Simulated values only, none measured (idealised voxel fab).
The name of this process module is voxel wiring stack.
Displayed cross-section: cut, width of 220 nm, square cells sized 5 nm.
Format of a cross-section: grid, square cells. Given as bands. Order: top down. Band: one or more rows of cells.
Top, bottom (nm), then materials left to right with widths (nm); lone material tagged "throughout" fills the whole band edge to edge; "blank" = empty space.
It should be noted that heights are counted from 0, beneath which the wafer as supplied is of one material throughout, and that the lowest band possesses no lower boundary but continues downward, as written in "0 -> down".
A width such as "30 to 40" changes by the same amount from each row of cells to the next, from the band's top row to its bottom row.
The cross-section has no changed cell in any step marked "remained unchanged".
Empty spaces without an open route to the top, at least 8 cells in extent, make up the entry "Unvented cavities"; each is given as width x height at distance, where the distance is measured from the left edge, and all are in nm.
On a step's line, text after the settings is the simulator commenting on that step.
The setting "overlay nm" may be written on the line of a step. When the step uses a mask, the value reports how far to the right of the planned place the mask lay, and a negative value reports that it lay to the left.
The following list gives the planned process steps:
1: op RECEIVE | material Si
2: op CONFORMAL_DEP | material SiO2 | thk nm 15
3: op CONFORMAL_DEP | material SiN | thk nm 5
4: op DIRECTIONAL_DEP | material SiO2 | thk nm 25
5: op MASKED_ETCH | tone open | mask id METAL_1 | width nm 25 | pitch nm 45 | etch materials SiO2 | depth nm 25 | overlay nm 0
6: op MASKED_ETCH | tone open | mask id METAL_1 | width nm 25 | pitch nm 45 | etch materials SiN | depth nm 5 | overlay nm 0
7: op CONFORMAL_DEP | material TiN | thk nm 5
8: op FILL_DEP | material Cu | thk nm 10
9: op CMP | height nm 45
10: op CONFORMAL_DEP | material SiCN | thk nm 5
11: op DIRECTIONAL_DEP | material SiO2 | thk nm 15
12: op MASKED_ETCH | tone open | mask id PLUG_1 | width nm 15 | pitch nm 45 | etch materials SiO2 | depth nm 15 | overlay nm 0
13: op MASKED_ETCH | tone open | mask id PLUG_1 | width nm 15 | pitch nm 45 | etch materials SiCN | depth nm 5 | overlay nm 0
14: op EPI | material Ru | thk nm 10
15: op EPI | material Ru | thk nm 10
16: op CONFORMAL_DEP | material SiN | thk nm 5
17: op DIRECTIONAL_DEP | material lowk | thk nm 20
18: op PATTERN | tone open | mask id METAL_2 | material resist | width nm 25 | pitch nm 45 | thk nm 20 | overlay nm 0
19: op DIRECTIONAL_ETCH | etch materials lowk | depth nm 20
20: op DIRECTIONAL_ETCH | etch materials SiN | depth nm 5
21: op STRIP | etch materials resist
22: op CONFORMAL_DEP | material TiN | thk nm 5
23: op FILL_DEP | material Cu | thk nm 10
24: op CMP | height nm 90
25: op CONFORMAL_DEP | material SiCN | thk nm 5
26: op DIRECTIONAL_DEP | material SiO2 | thk nm 30
27: op MASKED_ETCH | tone open | mask id METAL_3_HOLES | width nm 15 | pitch nm 45 | etch materials SiO2 | depth nm 30 | overlay nm 0
28: op MASKED_ETCH | tone open | mask id METAL_3 | width nm 25 | pitch nm 45 | etch materials SiO2 | depth nm 20 | overlay nm 0
29: op MASKED_ETCH | tone open | mask id METAL_3 | width nm 25 | pitch nm 45 | etch materials SiCN | depth nm 5 | overlay nm 0
30: op CONFORMAL_DEP | material TiN | thk nm 5
31: op FILL_DEP | material Cu | thk nm 10
32: op CMP | height nm 125
33: op CONFORMAL_DEP | material SiCN | thk nm 5
34: op DIRECTIONAL_DEP | material lowk | thk nm 25
35: op MASKED_ETCH | tone open | mask id METAL_4_HOLES | width nm 15 | pitch nm 90 | etch materials lowk | depth nm 25 | overlay nm 0
36: op PATTERN | tone open | mask id METAL_4 | material resist | width nm 25 | pitch nm 45 | thk nm 20 | overlay nm 0
37: op DIRECTIONAL_ETCH | etch materials lowk | depth nm 15
38: op DIRECTIONAL_ETCH | etch materials SiCN | depth nm 5
39: op STRIP | etch materials resist
40: op CONFORMAL_DEP | material TiN | thk nm 5
41: op FILL_DEP | material Cu | thk nm 10
42: op CMP | height nm 155
43: op CONFORMAL_DEP | material SiCN | thk nm 5
First wafer of two (run as planned):
Incoming wafer, cross-sectional view, post step 1:
	0 -> down  Si throughout
	Unvented cavities: none
Wafer xsec, post step 2:
	15 -> 0  SiO2 throughout
	No changes below 0.
Wafer xsec, post step 3:
	20 -> 15  SiN throughout
	No changes below 15.
Wafer xsec, post step 4:
	45 -> 20  SiO2 throughout
	No changes below 20.
Wafer xsec, post step 5:
	45 -> 20  50 SiO2 | 25 blank | 20 SiO2 | 25 blank | 20 SiO2 | 25 blank | 55 SiO2
	No changes below 20.
Wafer xsec, post step 6:
	45 -> 20  50 SiO2 | 25 blank | 20 SiO2 | 25 blank | 20 SiO2 | 25 blank | 55 SiO2
	20 -> 15  50 SiN | 25 blank | 20 SiN | 25 blank | 20 SiN | 25 blank | 55 SiN
	No changes below 15.
Wafer xsec, post step 7:
	50 -> 45  55 TiN | 15 blank | 30 TiN | 15 blank | 30 TiN | 15 blank | 60 TiN
	45 -> 20  50 SiO2 | 5 TiN | 15 blank | 5 TiN | 20 SiO2 | 5 TiN | 15 blank | 5 TiN | 20 SiO2 | 5 TiN | 15 blank | 5 TiN | 55 SiO2
	20 -> 15  50 SiN | 25 TiN | 20 SiN | 25 TiN | 20 SiN | 25 TiN | 55 SiN
	No changes below 15.
Wafer xsec, post step 8:
	60 -> 50  Cu throughout
	50 -> 45  55 TiN | 15 Cu | 30 TiN | 15 Cu | 30 TiN | 15 Cu | 60 TiN
	45 -> 20  50 SiO2 | 5 TiN | 15 Cu | 5 TiN | 20 SiO2 | 5 TiN | 15 Cu | 5 TiN | 20 SiO2 | 5 TiN | 15 Cu | 5 TiN | 55 SiO2
	No changes below 20.
Wafer xsec, post step 9:
	45 -> 20  50 SiO2 | 5 TiN | 15 Cu | 5 TiN | 20 SiO2 | 5 TiN | 15 Cu | 5 TiN | 20 SiO2 | 5 TiN | 15 Cu | 5 TiN | 55 SiO2
	No changes below 20.
Wafer xsec, post step 10:
	50 -> 45  SiCN throughout
	No changes below 45.
Wafer xsec, post step 11:
	65 -> 50  SiO2 throughout
	No changes below 50.
Wafer xsec, post step 12:
	65 -> 50  50 SiO2 | 15 blank | 30 SiO2 | 15 blank | 30 SiO2 | 15 blank | 65 SiO2
	No changes below 50.
Wafer xsec, post step 13:
	65 -> 50  50 SiO2 | 15 blank | 30 SiO2 | 15 blank | 30 SiO2 | 15 blank | 65 SiO2
	50 -> 45  50 SiCN | 15 blank | 30 SiCN | 15 blank | 30 SiCN | 15 blank | 65 SiCN
	No changes below 45.
Wafer xsec, post step 14:
	65 -> 55  50 SiO2 | 15 blank | 30 SiO2 | 15 blank | 30 SiO2 | 15 blank | 65 SiO2
	55 -> 50  50 SiO2 | 15 Ru | 30 SiO2 | 15 Ru | 30 SiO2 | 15 Ru | 65 SiO2
	50 -> 45  50 SiCN | 15 Ru | 30 SiCN | 15 Ru | 30 SiCN | 15 Ru | 65 SiCN
	No changes below 45.
Wafer xsec, post step 15:
	65 -> 50  50 SiO2 | 15 Ru | 30 SiO2 | 15 Ru | 30 SiO2 | 15 Ru | 65 SiO2
	No changes below 50.
Wafer xsec, post step 16:
	70 -> 65  SiN throughout
	No changes below 65.
Wafer xsec, post step 17:
	90 -> 70  lowk throughout
	No changes below 70.
Wafer xsec, post step 18:
	110 -> 90  50 resist | 25 blank | 20 resist | 25 blank | 20 resist | 25 blank | 55 resist
	No changes below 90.
Wafer xsec, post step 19:
	110 -> 90  50 resist | 25 blank | 20 resist | 25 blank | 20 resist | 25 blank | 55 resist
	90 -> 70  50 lowk | 25 blank | 20 lowk | 25 blank | 20 lowk | 25 blank | 55 lowk
	No changes below 70.
Wafer xsec, post step 20:
	110 -> 90  50 resist | 25 blank | 20 resist | 25 blank | 20 resist | 25 blank | 55 resist
	90 -> 70  50 lowk | 25 blank | 20 lowk | 25 blank | 20 lowk | 25 blank | 55 lowk
	70 -> 65  50 SiN | 25 blank | 20 SiN | 25 blank | 20 SiN | 25 blank | 55 SiN
	No changes below 65.
Wafer xsec, post step 21:
	90 -> 70  50 lowk | 25 blank | 20 lowk | 25 blank | 20 lowk | 25 blank | 55 lowk
	No changes below 70.
Wafer xsec, post step 22:
	95 -> 90  55 TiN | 15 blank | 30 TiN | 15 blank | 30 TiN | 15 blank | 60 TiN
	90 -> 70  50 lowk | 5 TiN | 15 blank | 5 TiN | 20 lowk | 5 TiN | 15 blank | 5 TiN | 20 lowk | 5 TiN | 15 blank | 5 TiN | 55 lowk
	70 -> 65  50 SiN | 25 TiN | 20 SiN | 25 TiN | 20 SiN | 25 TiN | 55 SiN
	No changes below 65.
Wafer xsec, post step 23:
	105 -> 95  Cu throughout
	95 -> 90  55 TiN | 15 Cu | 30 TiN | 15 Cu | 30 TiN | 15 Cu | 60 TiN
	90 -> 70  50 lowk | 5 TiN | 15 Cu | 5 TiN | 20 lowk | 5 TiN | 15 Cu | 5 TiN | 20 lowk | 5 TiN | 15 Cu | 5 TiN | 55 lowk
	No changes below 70.
Wafer xsec, post step 24:
	90 -> 70  50 lowk | 5 TiN | 15 Cu | 5 TiN | 20 lowk | 5 TiN | 15 Cu | 5 TiN | 20 lowk | 5 TiN | 15 Cu | 5 TiN | 55 lowk
	No changes below 70.
Wafer xsec, post step 25:
	95 -> 90  SiCN throughout
	No changes below 90.
Wafer xsec, post step 26:
	125 -> 95  SiO2 throughout
	No changes below 95.
Wafer xsec, post step 27:
	125 -> 95  50 SiO2 | 15 blank | 30 SiO2 | 15 blank | 30 SiO2 | 15 blank | 65 SiO2
	No changes below 95.
Wafer xsec, post step 28:
	125 -> 105  50 SiO2 | 25 blank | 20 SiO2 | 25 blank | 20 SiO2 | 25 blank | 55 SiO2
	No changes below 105.
Wafer xsec, post step 29:
	125 -> 105  50 SiO2 | 25 blank | 20 SiO2 | 25 blank | 20 SiO2 | 25 blank | 55 SiO2
	105 -> 95  50 SiO2 | 15 blank | 30 SiO2 | 15 blank | 30 SiO2 | 15 blank | 65 SiO2
	95 -> 90  50 SiCN | 15 blank | 30 SiCN | 15 blank | 30 SiCN | 15 blank | 65 SiCN
	No changes below 90.
Wafer xsec, post step 30:
	130 -> 125  55 TiN | 15 blank | 30 TiN | 15 blank | 30 TiN | 15 blank | 60 TiN
	125 -> 110  50 SiO2 | 5 TiN | 15 blank | 5 TiN | 20 SiO2 | 5 TiN | 15 blank | 5 TiN | 20 SiO2 | 5 TiN | 15 blank | 5 TiN | 55 SiO2
	110 -> 105  50 SiO2 | 5 TiN | 5 blank | 15 TiN | 20 SiO2 | 5 TiN | 5 blank | 15 TiN | 20 SiO2 | 5 TiN | 5 blank | 15 TiN | 55 SiO2
	105 -> 95  50 SiO2 | 5 TiN | 5 blank | 5 TiN | 30 SiO2 | 5 TiN | 5 blank | 5 TiN | 30 SiO2 | 5 TiN | 5 blank | 5 TiN | 65 SiO2
	95 -> 90  50 SiCN | 15 TiN | 30 SiCN | 15 TiN | 30 SiCN | 15 TiN | 65 SiCN
	No changes below 90.
Wafer xsec, post step 31:
	140 -> 130  Cu throughout
	130 -> 125  55 TiN | 15 Cu | 30 TiN | 15 Cu | 30 TiN | 15 Cu | 60 TiN
	125 -> 110  50 SiO2 | 5 TiN | 15 Cu | 5 TiN | 20 SiO2 | 5 TiN | 15 Cu | 5 TiN | 20 SiO2 | 5 TiN | 15 Cu | 5 TiN | 55 SiO2
	110 -> 105  50 SiO2 | 5 TiN | 5 Cu | 15 TiN | 20 SiO2 | 5 TiN | 5 Cu | 15 TiN | 20 SiO2 | 5 TiN | 5 Cu | 15 TiN | 55 SiO2
	105 -> 95  50 SiO2 | 5 TiN | 5 Cu | 5 TiN | 30 SiO2 | 5 TiN | 5 Cu | 5 TiN | 30 SiO2 | 5 TiN | 5 Cu | 5 TiN | 65 SiO2
	No changes below 95.
Wafer xsec, post step 32:
	125 -> 110  50 SiO2 | 5 TiN | 15 Cu | 5 TiN | 20 SiO2 | 5 TiN | 15 Cu | 5 TiN | 20 SiO2 | 5 TiN | 15 Cu | 5 TiN | 55 SiO2
	No changes below 110.
Wafer xsec, post step 33:
	130 -> 125  SiCN throughout
	No changes below 125.
Wafer xsec, post step 34:
	155 -> 130  lowk throughout
	No changes below 130.
Wafer xsec, post step 35:
	155 -> 130  50 lowk | 15 blank | 75 lowk | 15 blank | 65 lowk
	No changes below 130.
Wafer xsec, post step 36:
	175 -> 155  50 resist | 25 blank | 20 resist | 25 blank | 20 resist | 25 blank | 55 resist
	No changes below 155.
Wafer xsec, post step 37:
	175 -> 155  50 resist | 25 blank | 20 resist | 25 blank | 20 resist | 25 blank | 55 resist
	155 -> 140  50 lowk | 25 blank | 20 lowk | 25 blank | 20 lowk | 25 blank | 55 lowk
	No changes below 140.
Wafer xsec, post step 38:
	175 -> 155  50 resist | 25 blank | 20 resist | 25 blank | 20 resist | 25 blank | 55 resist
	155 -> 140  50 lowk | 25 blank | 20 lowk | 25 blank | 20 lowk | 25 blank | 55 lowk
	140 -> 130  50 lowk | 15 blank | 75 lowk | 15 blank | 65 lowk
	130 -> 125  50 SiCN | 15 blank | 75 SiCN | 15 blank | 65 SiCN
	No changes below 125.
Wafer xsec, post step 39:
	155 -> 140  50 lowk | 25 blank | 20 lowk | 25 blank | 20 lowk | 25 blank | 55 lowk
	No changes below 140.
Wafer xsec, post step 40:
	160 -> 155  55 TiN | 15 blank | 30 TiN | 15 blank | 30 TiN | 15 blank | 60 TiN
	155 -> 145  50 lowk | 5 TiN | 15 blank | 5 TiN | 20 lowk | 5 TiN | 15 blank | 5 TiN | 20 lowk | 5 TiN | 15 blank | 5 TiN | 55 lowk
	145 -> 140  50 lowk | 5 TiN | 5 blank | 15 TiN | 20 lowk | 25 TiN | 20 lowk | 5 TiN | 5 blank | 15 TiN | 55 lowk
	140 -> 130  50 lowk | 5 TiN | 5 blank | 5 TiN | 75 lowk | 5 TiN | 5 blank | 5 TiN | 65 lowk
	130 -> 125  50 SiCN | 15 TiN | 75 SiCN | 15 TiN | 65 SiCN
	No changes below 125.
Wafer xsec, post step 41:
	170 -> 160  Cu throughout
	160 -> 155  55 TiN | 15 Cu | 30 TiN | 15 Cu | 30 TiN | 15 Cu | 60 TiN
	155 -> 145  50 lowk | 5 TiN | 15 Cu | 5 TiN | 20 lowk | 5 TiN | 15 Cu | 5 TiN | 20 lowk | 5 TiN | 15 Cu | 5 TiN | 55 lowk
	145 -> 140  50 lowk | 5 TiN | 5 Cu | 15 TiN | 20 lowk | 25 TiN | 20 lowk | 5 TiN | 5 Cu | 15 TiN | 55 lowk
	140 -> 130  50 lowk | 5 TiN | 5 Cu | 5 TiN | 75 lowk | 5 TiN | 5 Cu | 5 TiN | 65 lowk
	No changes below 130.
Wafer xsec, post step 42:
	155 -> 145  50 lowk | 5 TiN | 15 Cu | 5 TiN | 20 lowk | 5 TiN | 15 Cu | 5 TiN | 20 lowk | 5 TiN | 15 Cu | 5 TiN | 55 lowk
	No changes below 145.
Wafer xsec, post step 43:
	160 -> 155  SiCN throughout
	No changes below 155.
Second wafer. Start and plan as for the first. One mistake made in running. Agrees with the first up to and including step 16:
Second wafer at the planned finish of step 17, seen in cross-section:
	85 -> 70  lowk throughout
	No changes below 70.
Second wafer at the planned finish of step 18, seen in cross-section:
	105 -> 85  50 resist | 25 blank | 20 resist | 25 blank | 20 resist | 25 blank | 55 resist
	No changes below 85.
Second wafer at the planned finish of step 19, seen in cross-section:
	105 -> 85  50 resist | 25 blank | 20 resist | 25 blank | 20 resist | 25 blank | 55 resist
	85 -> 70  50 lowk | 25 blank | 20 lowk | 25 blank | 20 lowk | 25 blank | 55 lowk
	No changes below 70.
Second wafer at the planned finish of step 20, seen in cross-section:
	105 -> 85  50 resist | 25 blank | 20 resist | 25 blank | 20 resist | 25 blank | 55 resist
	85 -> 70  50 lowk | 25 blank | 20 lowk | 25 blank | 20 lowk | 25 blank | 55 lowk
	70 -> 65  50 SiN | 25 blank | 20 SiN | 25 blank | 20 SiN | 25 blank | 55 SiN
	No changes below 65.
Second wafer at the planned finish of step 21, seen in cross-section:
	85 -> 70  50 lowk | 25 blank | 20 lowk | 25 blank | 20 lowk | 25 blank | 55 lowk
	No changes below 70.
Second wafer at the planned finish of step 22, seen in cross-section:
	90 -> 85  55 TiN | 15 blank | 30 TiN | 15 blank | 30 TiN | 15 blank | 60 TiN
	85 -> 70  50 lowk | 5 TiN | 15 blank | 5 TiN | 20 lowk | 5 TiN | 15 blank | 5 TiN | 20 lowk | 5 TiN | 15 blank | 5 TiN | 55 lowk
	70 -> 65  50 SiN | 25 TiN | 20 SiN | 25 TiN | 20 SiN | 25 TiN | 55 SiN
	No changes below 65.
Second wafer at the planned finish of step 23, seen in cross-section:
	100 -> 90  Cu throughout
	90 -> 85  55 TiN | 15 Cu | 30 TiN | 15 Cu | 30 TiN | 15 Cu | 60 TiN
	85 -> 70  50 lowk | 5 TiN | 15 Cu | 5 TiN | 20 lowk | 5 TiN | 15 Cu | 5 TiN | 20 lowk | 5 TiN | 15 Cu | 5 TiN | 55 lowk
	No changes below 70.
Second wafer at the planned finish of step 24, seen in cross-section:
	90 -> 85  55 TiN | 15 Cu | 30 TiN | 15 Cu | 30 TiN | 15 Cu | 60 TiN
	No changes below 85.
Second wafer at the planned finish of step 25, seen in cross-section:
	95 -> 90  SiCN throughout
	No changes below 90.
Second wafer at the planned finish of step 26, seen in cross-section:
	125 -> 95  SiO2 throughout
	No changes below 95.
Second wafer at the planned finish of step 27, seen in cross-section:
	125 -> 95  50 SiO2 | 15 blank | 30 SiO2 | 15 blank | 30 SiO2 | 15 blank | 65 SiO2
	No changes below 95.
Second wafer at the planned finish of step 28, seen in cross-section:
	125 -> 105  50 SiO2 | 25 blank | 20 SiO2 | 25 blank | 20 SiO2 | 25 blank | 55 SiO2
	No changes below 105.
Second wafer at the planned finish of step 29, seen in cross-section:
	125 -> 105  50 SiO2 | 25 blank | 20 SiO2 | 25 blank | 20 SiO2 | 25 blank | 55 SiO2
	105 -> 95  50 SiO2 | 15 blank | 30 SiO2 | 15 blank | 30 SiO2 | 15 blank | 65 SiO2
	95 -> 90  50 SiCN | 15 blank | 30 SiCN | 15 blank | 30 SiCN | 15 blank | 65 SiCN
	No changes below 90.
Second wafer at the planned finish of step 30, seen in cross-section:
	130 -> 125  55 TiN | 15 blank | 30 TiN | 15 blank | 30 TiN | 15 blank | 60 TiN
	125 -> 110  50 SiO2 | 5 TiN | 15 blank | 5 TiN | 20 SiO2 | 5 TiN | 15 blank | 5 TiN | 20 SiO2 | 5 TiN | 15 blank | 5 TiN | 55 SiO2
	110 -> 105  50 SiO2 | 5 TiN | 5 blank | 15 TiN | 20 SiO2 | 5 TiN | 5 blank | 15 TiN | 20 SiO2 | 5 TiN | 5 blank | 15 TiN | 55 SiO2
	105 -> 95  50 SiO2 | 5 TiN | 5 blank | 5 TiN | 30 SiO2 | 5 TiN | 5 blank | 5 TiN | 30 SiO2 | 5 TiN | 5 blank | 5 TiN | 65 SiO2
	95 -> 90  50 SiCN | 15 TiN | 30 SiCN | 15 TiN | 30 SiCN | 15 TiN | 65 SiCN
	No changes below 90.
Second wafer at the planned finish of step 31, seen in cross-section:
	140 -> 130  Cu throughout
	130 -> 125  55 TiN | 15 Cu | 30 TiN | 15 Cu | 30 TiN | 15 Cu | 60 TiN
	125 -> 110  50 SiO2 | 5 TiN | 15 Cu | 5 TiN | 20 SiO2 | 5 TiN | 15 Cu | 5 TiN | 20 SiO2 | 5 TiN | 15 Cu | 5 TiN | 55 SiO2
	110 -> 105  50 SiO2 | 5 TiN | 5 Cu | 15 TiN | 20 SiO2 | 5 TiN | 5 Cu | 15 TiN | 20 SiO2 | 5 TiN | 5 Cu | 15 TiN | 55 SiO2
	105 -> 95  50 SiO2 | 5 TiN | 5 Cu | 5 TiN | 30 SiO2 | 5 TiN | 5 Cu | 5 TiN | 30 SiO2 | 5 TiN | 5 Cu | 5 TiN | 65 SiO2
	No changes below 95.
Second wafer at the planned finish of step 32, seen in cross-section:
	125 -> 110  50 SiO2 | 5 TiN | 15 Cu | 5 TiN | 20 SiO2 | 5 TiN | 15 Cu | 5 TiN | 20 SiO2 | 5 TiN | 15 Cu | 5 TiN | 55 SiO2
	No changes below 110.
Second wafer at the planned finish of step 33, seen in cross-section:
	130 -> 125  SiCN throughout
	No changes below 125.
Second wafer at the planned finish of step 34, seen in cross-section:
	155 -> 130  lowk throughout
	No changes below 130.
Second wafer at the planned finish of step 35, seen in cross-section:
	155 -> 130  50 lowk | 15 blank | 75 lowk | 15 blank | 65 lowk
	No changes below 130.
Second wafer at the planned finish of step 36, seen in cross-section:
	175 -> 155  50 resist | 25 blank | 20 resist | 25 blank | 20 resist | 25 blank | 55 resist
	No changes below 155.
Second wafer at the planned finish of step 37, seen in cross-section:
	175 -> 155  50 resist | 25 blank | 20 resist | 25 blank | 20 resist | 25 blank | 55 resist
	155 -> 140  50 lowk | 25 blank | 20 lowk | 25 blank | 20 lowk | 25 blank | 55 lowk
	No changes below 140.
Second wafer at the planned finish of step 38, seen in cross-section:
	175 -> 155  50 resist | 25 blank | 20 resist | 25 blank | 20 resist | 25 blank | 55 resist
	155 -> 140  50 lowk | 25 blank | 20 lowk | 25 blank | 20 lowk | 25 blank | 55 lowk
	140 -> 130  50 lowk | 15 blank | 75 lowk | 15 blank | 65 lowk
	130 -> 125  50 SiCN | 15 blank | 75 SiCN | 15 blank | 65 SiCN
	No changes below 125.
Second wafer at the planned finish of step 39, seen in cross-section:
	155 -> 140  50 lowk | 25 blank | 20 lowk | 25 blank | 20 lowk | 25 blank | 55 lowk
	No changes below 140.
Second wafer at the planned finish of step 40, seen in cross-section:
	160 -> 155  55 TiN | 15 blank | 30 TiN | 15 blank | 30 TiN | 15 blank | 60 TiN
	155 -> 145  50 lowk | 5 TiN | 15 blank | 5 TiN | 20 lowk | 5 TiN | 15 blank | 5 TiN | 20 lowk | 5 TiN | 15 blank | 5 TiN | 55 lowk
	145 -> 140  50 lowk | 5 TiN | 5 blank | 15 TiN | 20 lowk | 25 TiN | 20 lowk | 5 TiN | 5 blank | 15 TiN | 55 lowk
	140 -> 130  50 lowk | 5 TiN | 5 blank | 5 TiN | 75 lowk | 5 TiN | 5 blank | 5 TiN | 65 lowk
	130 -> 125  50 SiCN | 15 TiN | 75 SiCN | 15 TiN | 65 SiCN
	No changes below 125.
Second wafer at the planned finish of step 41, seen in cross-section:
	170 -> 160  Cu throughout
	160 -> 155  55 TiN | 15 Cu | 30 TiN | 15 Cu | 30 TiN | 15 Cu | 60 TiN
	155 -> 145  50 lowk | 5 TiN | 15 Cu | 5 TiN | 20 lowk | 5 TiN | 15 Cu | 5 TiN | 20 lowk | 5 TiN | 15 Cu | 5 TiN | 55 lowk
	145 -> 140  50 lowk | 5 TiN | 5 Cu | 15 TiN | 20 lowk | 25 TiN | 20 lowk | 5 TiN | 5 Cu | 15 TiN | 55 lowk
	140 -> 130  50 lowk | 5 TiN | 5 Cu | 5 TiN | 75 lowk | 5 TiN | 5 Cu | 5 TiN | 65 lowk
	No changes below 130.
Second wafer at the planned finish of step 42, seen in cross-section:
	155 -> 145  50 lowk | 5 TiN | 15 Cu | 5 TiN | 20 lowk | 5 TiN | 15 Cu | 5 TiN | 20 lowk | 5 TiN | 15 Cu | 5 TiN | 55 lowk
	No changes below 145.
Second wafer at the planned finish of step 43, seen in cross-section:
	160 -> 155  SiCN throughout
	No changes below 155.
The mistake made against the process plan was this: step 17 did not use the planned setting and instead ran as op DIRECTIONAL_DEP | material lowk | thk nm 15
At the finish, the second wafer shows more or fewer cells for some materials than the first does: TiN: 29 more, lowk: 29 fewer
